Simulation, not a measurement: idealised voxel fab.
process module | voxel wiring stack
cross-section cut | 170 nm wide | cells 5 nm
A cross-section is a grid of square cells, given in bands from the top down. A band is one or more rows of cells.
Each band's line starts with the height of the band's top and of its bottom, in nm. Then come its materials from left to right, each with its width in nm. One material with "throughout" fills the band from edge to edge. "air" is empty space.
Height 0 is the level under which the wafer as received is all one material. The lowest band goes on downwards, as in "0 down".
A width such as "30 to 40" changes by the same amount from each row of cells to the next, from the band's top row to its bottom row.
"no change" after a step means that no cell of the cross-section changed.
closed voids: empty space of 8 cells or more with no open way to the top, each as width x height at its distance from the left edge, in nm
after a step's settings: what the simulator itself notes on the step
overlay nm, on a step with a mask: how far to the right of its planned place the mask lay; to the left if negative
plan
1 op RECEIVE | material Si
2 op CONFORMAL_DEP | material SiO2 | thk nm 10
3 op DIRECTIONAL_DEP | material TiN | thk nm 5
4 op DIRECTIONAL_DEP | material Ru | thk nm 25
5 op PATTERN | tone cover | mask id METAL_1 | material resist | width nm 20 | pitch nm 45 | thk nm 20 | overlay nm 0
6 op DIRECTIONAL_ETCH | etch materials Ru | depth nm 25
7 op DIRECTIONAL_ETCH | etch materials TiN | depth nm 5
8 op STRIP | etch materials resist
9 op CONFORMAL_DEP | material SiN | thk nm 5
10 op FILL_DEP | material lowk | thk nm 10
11 op CMP | height nm 40
12 op CONFORMAL_DEP | material SiCN | thk nm 5
13 op DIRECTIONAL_DEP | material SiO2 | thk nm 10
14 op DIRECTIONAL_DEP | material aC | thk nm 10
15 op PATTERN | tone open | mask id PLUG_1 | material resist | width nm 15 | pitch nm 45 | thk nm 30 | overlay nm 0
16 op DIRECTIONAL_ETCH | etch materials aC | depth nm 10
17 op STRIP | etch materials resist
18 op DIRECTIONAL_ETCH | etch materials SiO2 | depth nm 10
19 op DIRECTIONAL_ETCH | etch materials SiCN | depth nm 5
20 op STRIP | etch materials aC
21 op CONFORMAL_DEP | material TiN | thk nm 5
22 op FILL_DEP | material Cu | thk nm 5
23 op CMP | height nm 55
24 op DIRECTIONAL_DEP | material TiN | thk nm 5
25 op DIRECTIONAL_DEP | material Ru | thk nm 20
26 op PATTERN | tone cover | mask id METAL_2 | material resist | width nm 20 | pitch nm 45 | thk nm 15 | overlay nm 0
27 op DIRECTIONAL_ETCH | etch materials Ru | depth nm 20
28 op DIRECTIONAL_ETCH | etch materials TiN | depth nm 5
29 op STRIP | etch materials resist
30 op FILL_DEP | material lowk | thk nm 5
31 op CMP | height nm 80
32 op CONFORMAL_DEP | material SiCN | thk nm 5
first wafer, as planned
as received, after step 1
  0 down: Si throughout
  closed voids: none
after step 2
  10 to 0: SiO2 throughout
  below 0: unchanged
after step 3
  15 to 10: TiN throughout
  below 10: unchanged
after step 4
  40 to 15: Ru throughout
  below 15: unchanged
after step 5
  60 to 40: air 50 | resist 20 | air 25 | resist 20 | air 55
  below 40: unchanged
after step 6
  60 to 40: air 50 | resist 20 | air 25 | resist 20 | air 55
  40 to 15: air 50 | Ru 20 | air 25 | Ru 20 | air 55
  below 15: unchanged
after step 7
  60 to 40: air 50 | resist 20 | air 25 | resist 20 | air 55
  40 to 15: air 50 | Ru 20 | air 25 | Ru 20 | air 55
  15 to 10: air 50 | TiN 20 | air 25 | TiN 20 | air 55
  below 10: unchanged
after step 8
  40 to 15: air 50 | Ru 20 | air 25 | Ru 20 | air 55
  below 15: unchanged
after step 9
  45 to 40: air 45 | SiN 30 | air 15 | SiN 30 | air 50
  40 to 15: air 45 | SiN 5 | Ru 20 | SiN 5 | air 15 | SiN 5 | Ru 20 | SiN 5 | air 50
  15 to 10: SiN 50 | TiN 20 | SiN 25 | TiN 20 | SiN 55
  below 10: unchanged
after step 10
  55 to 45: lowk throughout
  45 to 40: lowk 45 | SiN 30 | lowk 15 | SiN 30 | lowk 50
  40 to 15: lowk 45 | SiN 5 | Ru 20 | SiN 5 | lowk 15 | SiN 5 | Ru 20 | SiN 5 | lowk 50
  below 15: unchanged
after step 11
  40 to 15: lowk 45 | SiN 5 | Ru 20 | SiN 5 | lowk 15 | SiN 5 | Ru 20 | SiN 5 | lowk 50
  below 15: unchanged
after step 12
  45 to 40: SiCN throughout
  below 40: unchanged
after step 13
  55 to 45: SiO2 throughout
  below 45: unchanged
after step 14
  65 to 55: aC throughout
  below 55: unchanged
after step 15
  95 to 65: resist 50 | air 15 | resist 30 | air 15 | resist 60
  below 65: unchanged
after step 16
  85 to 65: resist 50 | air 15 | resist 30 | air 15 | resist 60
  65 to 55: aC 50 | air 15 | aC 30 | air 15 | aC 60
  below 55: unchanged
after step 17
  65 to 55: aC 50 | air 15 | aC 30 | air 15 | aC 60
  below 55: unchanged
after step 18
  65 to 55: aC 50 | air 15 | aC 30 | air 15 | aC 60
  55 to 45: SiO2 50 | air 15 | SiO2 30 | air 15 | SiO2 60
  below 45: unchanged
after step 19
  65 to 55: aC 50 | air 15 | aC 30 | air 15 | aC 60
  55 to 45: SiO2 50 | air 15 | SiO2 30 | air 15 | SiO2 60
  45 to 40: SiCN 50 | air 15 | SiCN 30 | air 15 | SiCN 60
  below 40: unchanged
after step 20
  55 to 45: SiO2 50 | air 15 | SiO2 30 | air 15 | SiO2 60
  below 45: unchanged
after step 21
  60 to 55: TiN 55 | air 5 | TiN 40 | air 5 | TiN 65
  55 to 45: SiO2 50 | TiN 5 | air 5 | TiN 5 | SiO2 30 | TiN 5 | air 5 | TiN 5 | SiO2 60
  45 to 40: SiCN 50 | TiN 15 | SiCN 30 | TiN 15 | SiCN 60
  below 40: unchanged
after step 22
  65 to 60: Cu throughout
  60 to 55: TiN 55 | Cu 5 | TiN 40 | Cu 5 | TiN 65
  55 to 45: SiO2 50 | TiN 5 | Cu 5 | TiN 5 | SiO2 30 | TiN 5 | Cu 5 | TiN 5 | SiO2 60
  below 45: unchanged
after step 23
  55 to 45: SiO2 50 | TiN 5 | Cu 5 | TiN 5 | SiO2 30 | TiN 5 | Cu 5 | TiN 5 | SiO2 60
  below 45: unchanged
after step 24
  60 to 55: TiN throughout
  below 55: unchanged
after step 25
  80 to 60: Ru throughout
  below 60: unchanged
after step 26
  95 to 80: air 50 | resist 20 | air 25 | resist 20 | air 55
  below 80: unchanged
after step 27
  95 to 80: air 50 | resist 20 | air 25 | resist 20 | air 55
  80 to 60: air 50 | Ru 20 | air 25 | Ru 20 | air 55
  below 60: unchanged
after step 28
  95 to 80: air 50 | resist 20 | air 25 | resist 20 | air 55
  80 to 60: air 50 | Ru 20 | air 25 | Ru 20 | air 55
  60 to 55: air 50 | TiN 20 | air 25 | TiN 20 | air 55
  below 55: unchanged
after step 29
  80 to 60: air 50 | Ru 20 | air 25 | Ru 20 | air 55
  below 60: unchanged
after step 30
  85 to 80: lowk throughout
  80 to 60: lowk 50 | Ru 20 | lowk 25 | Ru 20 | lowk 55
  60 to 55: lowk 50 | TiN 20 | lowk 25 | TiN 20 | lowk 55
  below 55: unchanged
after step 31
  80 to 60: lowk 50 | Ru 20 | lowk 25 | Ru 20 | lowk 55
  below 60: unchanged
after step 32
  85 to 80: SiCN throughout
  below 80: unchanged
second wafer: like start, like plan, one mistake. Through step 1 it matches the first wafer
when step 2 should have ended
  5 to 0: TiN throughout
  below 0: unchanged
when step 3 should have ended
  15 to 5: SiO2 throughout
  below 5: unchanged
when step 4 should have ended
  40 to 15: Ru throughout
  below 15: unchanged
when step 5 should have ended
  60 to 40: air 50 | resist 20 | air 25 | resist 20 | air 55
  below 40: unchanged
when step 6 should have ended
  60 to 40: air 50 | resist 20 | air 25 | resist 20 | air 55
  40 to 15: air 50 | Ru 20 | air 25 | Ru 20 | air 55
  below 15: unchanged
when step 7 should have ended: no change
when step 8 should have ended
  40 to 15: air 50 | Ru 20 | air 25 | Ru 20 | air 55
  below 15: unchanged
when step 9 should have ended
  45 to 40: air 45 | SiN 30 | air 15 | SiN 30 | air 50
  40 to 20: air 45 | SiN 5 | Ru 20 | SiN 5 | air 15 | SiN 5 | Ru 20 | SiN 5 | air 50
  20 to 15: SiN 50 | Ru 20 | SiN 25 | Ru 20 | SiN 55
  below 15: unchanged
when step 10 should have ended
  55 to 45: lowk throughout
  45 to 40: lowk 45 | SiN 30 | lowk 15 | SiN 30 | lowk 50
  40 to 20: lowk 45 | SiN 5 | Ru 20 | SiN 5 | lowk 15 | SiN 5 | Ru 20 | SiN 5 | lowk 50
  below 20: unchanged
when step 11 should have ended
  40 to 20: lowk 45 | SiN 5 | Ru 20 | SiN 5 | lowk 15 | SiN 5 | Ru 20 | SiN 5 | lowk 50
  below 20: unchanged
when step 12 should have ended
  45 to 40: SiCN throughout
  below 40: unchanged
when step 13 should have ended
  55 to 45: SiO2 throughout
  below 45: unchanged
when step 14 should have ended
  65 to 55: aC throughout
  below 55: unchanged
when step 15 should have ended
  95 to 65: resist 50 | air 15 | resist 30 | air 15 | resist 60
  below 65: unchanged
when step 16 should have ended
  85 to 65: resist 50 | air 15 | resist 30 | air 15 | resist 60
  65 to 55: aC 50 | air 15 | aC 30 | air 15 | aC 60
  below 55: unchanged
when step 17 should have ended
  65 to 55: aC 50 | air 15 | aC 30 | air 15 | aC 60
  below 55: unchanged
when step 18 should have ended
  65 to 55: aC 50 | air 15 | aC 30 | air 15 | aC 60
  55 to 45: SiO2 50 | air 15 | SiO2 30 | air 15 | SiO2 60
  below 45: unchanged
when step 19 should have ended
  65 to 55: aC 50 | air 15 | aC 30 | air 15 | aC 60
  55 to 45: SiO2 50 | air 15 | SiO2 30 | air 15 | SiO2 60
  45 to 40: SiCN 50 | air 15 | SiCN 30 | air 15 | SiCN 60
  below 40: unchanged
when step 20 should have ended
  55 to 45: SiO2 50 | air 15 | SiO2 30 | air 15 | SiO2 60
  below 45: unchanged
when step 21 should have ended
  60 to 55: TiN 55 | air 5 | TiN 40 | air 5 | TiN 65
  55 to 45: SiO2 50 | TiN 5 | air 5 | TiN 5 | SiO2 30 | TiN 5 | air 5 | TiN 5 | SiO2 60
  45 to 40: SiCN 50 | TiN 15 | SiCN 30 | TiN 15 | SiCN 60
  below 40: unchanged
when step 22 should have ended
  65 to 60: Cu throughout
  60 to 55: TiN 55 | Cu 5 | TiN 40 | Cu 5 | TiN 65
  55 to 45: SiO2 50 | TiN 5 | Cu 5 | TiN 5 | SiO2 30 | TiN 5 | Cu 5 | TiN 5 | SiO2 60
  below 45: unchanged
when step 23 should have ended
  55 to 45: SiO2 50 | TiN 5 | Cu 5 | TiN 5 | SiO2 30 | TiN 5 | Cu 5 | TiN 5 | SiO2 60
  below 45: unchanged
when step 24 should have ended
  60 to 55: TiN throughout
  below 55: unchanged
when step 25 should have ended
  80 to 60: Ru throughout
  below 60: unchanged
when step 26 should have ended
  95 to 80: air 50 | resist 20 | air 25 | resist 20 | air 55
  below 80: unchanged
when step 27 should have ended
  95 to 80: air 50 | resist 20 | air 25 | resist 20 | air 55
  80 to 60: air 50 | Ru 20 | air 25 | Ru 20 | air 55
  below 60: unchanged
when step 28 should have ended
  95 to 80: air 50 | resist 20 | air 25 | resist 20 | air 55
  80 to 60: air 50 | Ru 20 | air 25 | Ru 20 | air 55
  60 to 55: air 50 | TiN 20 | air 25 | TiN 20 | air 55
  below 55: unchanged
when step 29 should have ended
  80 to 60: air 50 | Ru 20 | air 25 | Ru 20 | air 55
  below 60: unchanged
when step 30 should have ended
  85 to 80: lowk throughout
  80 to 60: lowk 50 | Ru 20 | lowk 25 | Ru 20 | lowk 55
  60 to 55: lowk 50 | TiN 20 | lowk 25 | TiN 20 | lowk 55
  below 55: unchanged
when step 31 should have ended
  80 to 60: lowk 50 | Ru 20 | lowk 25 | Ru 20 | lowk 55
  below 60: unchanged
when step 32 should have ended
  85 to 80: SiCN throughout
  below 80: unchanged
what went wrong: steps 2 and 3 were swapped
at the end the second wafer has, in cells: 4 fewer of SiN | 26 more of TiN | 22 fewer of lowk
